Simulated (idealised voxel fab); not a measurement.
process module | voxel ribs on slabs
cross-section cut | 190 nm wide | cells 5 nm
A cross-section is a grid of square cells, given in bands from the top down. A band is one or more rows of cells.
Each band's line starts with the height of the band's top and of its bottom, in nm. Then come its materials from left to right, each with its width in nm. One material with "throughout" fills the band from edge to edge. "air" is empty space.
Height 0 is the level under which the wafer as received is all one material. The lowest band goes on downwards, as in "0 down".
A width such as "30 to 40" changes by the same amount from each row of cells to the next, from the band's top row to its bottom row.
"no change" after a step means that no cell of the cross-section changed.
closed voids: empty space of 8 cells or more with no open way to the top, each as width x height at its distance from the left edge, in nm
after a step's settings: what the simulator itself notes on the step
overlay nm, on a step with a mask: how far to the right of its planned place the mask lay; to the left if negative
plan
1 op RECEIVE | material Si
2 op DIRECTIONAL_DEP | material SiO2 | thk nm 20
3 op DIRECTIONAL_DEP | material SiN | thk nm 15
4 op DIRECTIONAL_DEP | material aC | thk nm 10
5 op PATTERN | tone cover | mask id RIB | material resist | width nm 20 | thk nm 25 | overlay nm 0
6 op DIRECTIONAL_ETCH | etch materials aC | depth nm 10
7 op STRIP | etch materials resist
8 op DIRECTIONAL_ETCH | etch materials SiN | depth nm 10
9 op STRIP | etch materials aC
10 op MASKED_ETCH | tone cover | mask id SLAB | width nm 50 | etch materials SiN | depth nm 5 | overlay nm 0
11 op FILL_DEP | material SiO2 | thk nm 20
12 op CMP | height nm 45
13 op DIRECTIONAL_DEP | material TiN | thk nm 5
14 op MASKED_ETCH | tone cover | mask id HEATER | width nm 30 | etch materials TiN | depth nm 5 | overlay nm 0
15 op CONFORMAL_DEP | material SiO2 | thk nm 5
first wafer, as planned
as received, after step 1
  0 down: Si throughout
  closed voids: none
after step 2
  20 to 0: SiO2 throughout
  below 0: unchanged
after step 3
  35 to 20: SiN throughout
  below 20: unchanged
after step 4
  45 to 35: aC throughout
  below 35: unchanged
after step 5
  70 to 45: air 85 | resist 20 | air 85
  below 45: unchanged
after step 6
  60 to 45: air 85 | resist 20 | air 85
  45 to 35: air 85 | aC 20 | air 85
  below 35: unchanged
after step 7
  45 to 35: air 85 | aC 20 | air 85
  below 35: unchanged
after step 8
  45 to 35: air 85 | aC 20 | air 85
  35 to 25: air 85 | SiN 20 | air 85
  below 25: unchanged
after step 9
  35 to 25: air 85 | SiN 20 | air 85
  below 25: unchanged
after step 10
  35 to 25: air 85 | SiN 20 | air 85
  25 to 20: air 70 | SiN 50 | air 70
  below 20: unchanged
after step 11
  55 to 35: SiO2 throughout
  35 to 25: SiO2 85 | SiN 20 | SiO2 85
  25 to 20: SiO2 70 | SiN 50 | SiO2 70
  below 20: unchanged
after step 12
  45 to 35: SiO2 throughout
  below 35: unchanged
after step 13
  50 to 45: TiN throughout
  below 45: unchanged
after step 14
  50 to 45: air 80 | TiN 30 | air 80
  below 45: unchanged
after step 15
  55 to 50: air 75 | SiO2 40 | air 75
  50 to 45: SiO2 80 | TiN 30 | SiO2 80
  below 45: unchanged
second wafer: like start, like plan, one mistake. Through step 2 it matches the first wafer
when step 3 should have ended
  50 to 20: SiN throughout
  below 20: unchanged
when step 4 should have ended
  60 to 50: aC throughout
  below 50: unchanged
when step 5 should have ended
  85 to 60: air 85 | resist 20 | air 85
  below 60: unchanged
when step 6 should have ended
  75 to 60: air 85 | resist 20 | air 85
  60 to 50: air 85 | aC 20 | air 85
  below 50: unchanged
when step 7 should have ended
  60 to 50: air 85 | aC 20 | air 85
  below 50: unchanged
when step 8 should have ended
  60 to 50: air 85 | aC 20 | air 85
  50 to 40: air 85 | SiN 20 | air 85
  below 40: unchanged
when step 9 should have ended
  50 to 40: air 85 | SiN 20 | air 85
  below 40: unchanged
when step 10 should have ended
  50 to 40: air 85 | SiN 20 | air 85
  40 to 35: air 70 | SiN 50 | air 70
  below 35: unchanged
when step 11 should have ended
  70 to 50: SiO2 throughout
  50 to 40: SiO2 85 | SiN 20 | SiO2 85
  40 to 35: SiO2 70 | SiN 50 | SiO2 70
  below 35: unchanged
when step 12 should have ended
  45 to 35: SiO2 85 to 70 | SiN 20 to 50 | SiO2 85 to 70
  below 35: unchanged
when step 13 should have ended
  50 to 45: TiN throughout
  below 45: unchanged
when step 14 should have ended
  50 to 45: air 80 | TiN 30 | air 80
  below 45: unchanged
when step 15 should have ended
  55 to 50: air 75 | SiO2 40 | air 75
  50 to 45: SiO2 80 | TiN 30 | SiO2 80
  below 45: unchanged
what went wrong: step 3 was run twice
at the end the second wafer has, in cells: 110 more of SiN | 110 fewer of SiO2
